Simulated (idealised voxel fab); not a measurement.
A process module follows: voxel wiring stack.
The figure presents cross-section cut, which has a width of 280 nm and is divided into square cells with an edge length of 5 nm.
Reading order for cross-sections: top band down to bottom band. Underlying form: a grid of square cells. Band size: one or more rows of cells. Band: top height; bottom height; in nm. Then, left to right: material with width in nm, for each material. "all across": a single material spanning edge to edge. "air": empty space. Heads up on the height convention: 0 is the point under which the incoming wafer is all one material, and the lowest band has no bottom, it just keeps going down, like "0..down". The width entry "30 to 40" should be interpreted row by row: the top row of cells in the band takes the first number, the bottom row takes the second number, and the change between adjacent rows is uniform throughout. Step marked "no alterations made"? Then no cell in the cross-section changed in it. "Entrapped voids" - sealed voids, min. 8 cells, no opening to top; format: width x height at distance (distance from left edge; nm throughout). Where a step's line continues beyond its settings, the continuation is a remark by the simulator itself on that step. You can add "overlay nm" to a step's line. For a step with a mask, it describes how far the mask lay to the right of its planned position, and a negative number describes a lay to the left. Pairs from here to the end. Each: cross-section before one process step, cross-section after it, the latter only as far down as the lowest band that changed. Under each: the step between, and its settings. Mind that the pairs may be taken from different runs of this module on the same starting wafer; whether a pair continues from the pair above depends on its entry headed "Pre-process state", and it does only where that entry says so.

**Pre-process state**
    95..75 | 80 nm air  25 nm resist  20 nm air  25 nm resist  20 nm air  25 nm resist  85 nm air
    75..60 | 80 nm air  25 nm SiO2  20 nm air  25 nm SiO2  20 nm air  25 nm SiO2  85 nm air
    60..55 | SiN all across
    55..45 | 80 nm lowk  15 nm Ru  30 nm lowk  15 nm Ru  30 nm lowk  15 nm Ru  95 nm lowk
    45..40 | 80 nm SiCN  15 nm Ru  30 nm SiCN  15 nm Ru  30 nm SiCN  15 nm Ru  95 nm SiCN
    40..20 | 80 nm lowk  5 nm TiN  15 nm Ru  5 nm TiN  20 nm lowk  5 nm TiN  15 nm Ru  5 nm TiN  20 nm lowk  5 nm TiN  15 nm Ru  5 nm TiN  85 nm lowk
    20..15 | 80 nm SiN  25 nm TiN  20 nm SiN  25 nm TiN  20 nm SiN  25 nm TiN  85 nm SiN
    15..0 | SiO2 all across
    0..down | Si all across
    Entrapped voids: none

**After the Step**
    95..75 | 80 nm air  25 nm resist  20 nm air  25 nm resist  20 nm air  25 nm resist  85 nm air
    75..60 | 80 nm air  25 nm SiO2  20 nm air  25 nm SiO2  20 nm air  25 nm SiO2  85 nm air
    60..55 | 80 nm air  25 nm SiN  20 nm air  25 nm SiN  20 nm air  25 nm SiN  85 nm air
    Below 55, no change.
    Entrapped voids: none
Step taken after the before cross-section and before the after cross-section above: DIRECTIONAL_ETCH with etch materials SiN, depth nm 5

Pre-process state: = after-state of the pair above.

**After the Step**
    75..60 | 80 nm air  25 nm SiO2  20 nm air  25 nm SiO2  20 nm air  25 nm SiO2  85 nm air
    Below 60, no change.
    Entrapped voids: none
Step taken after the before cross-section and before the after cross-section above: STRIP with etch materials resist

Pre-process state: = after-state of the pair above.

**After the Step**
    80..75 | 75 nm air  35 nm TiN  10 nm air  35 nm TiN  10 nm air  35 nm TiN  80 nm air
    75..60 | 75 nm air  5 nm TiN  25 nm SiO2  5 nm TiN  10 nm air  5 nm TiN  25 nm SiO2  5 nm TiN  10 nm air  5 nm TiN  25 nm SiO2  5 nm TiN  80 nm air
    60..55 | 80 nm TiN  25 nm SiN  20 nm TiN  25 nm SiN  20 nm TiN  25 nm SiN  85 nm TiN
    Below 55, no change.
    Entrapped voids: none
Step taken after the before cross-section and before the after cross-section above: CONFORMAL_DEP with material TiN, thk nm 5

Pre-process state: = after-state of the pair above.

**After the Step**
    85..80 | Cu all across
    80..75 | 75 nm Cu  35 nm TiN  10 nm Cu  35 nm TiN  10 nm Cu  35 nm TiN  80 nm Cu
    75..60 | 75 nm Cu  5 nm TiN  25 nm SiO2  5 nm TiN  10 nm Cu  5 nm TiN  25 nm SiO2  5 nm TiN  10 nm Cu  5 nm TiN  25 nm SiO2  5 nm TiN  80 nm Cu
    Below 60, no change.
    Entrapped voids: none
Step taken after the before cross-section and before the after cross-section above: FILL_DEP with material Cu, thk nm 5

Pre-process state: = after-state of the pair above.

**After the Step**
    75..60 | 75 nm Cu  5 nm TiN  25 nm SiO2  5 nm TiN  10 nm Cu  5 nm TiN  25 nm SiO2  5 nm TiN  10 nm Cu  5 nm TiN  25 nm SiO2  5 nm TiN  80 nm Cu
    Below 60, no change.
    Entrapped voids: none
Step taken after the before cross-section and before the after cross-section above: CMP with height nm 75

Pre-process state: = after-state of the pair above.

**After the Step**
    80..75 | SiN all across
    Below 75, no change.
    Entrapped voids: none
Step taken after the before cross-section and before the after cross-section above: CONFORMAL_DEP with material SiN, thk nm 5
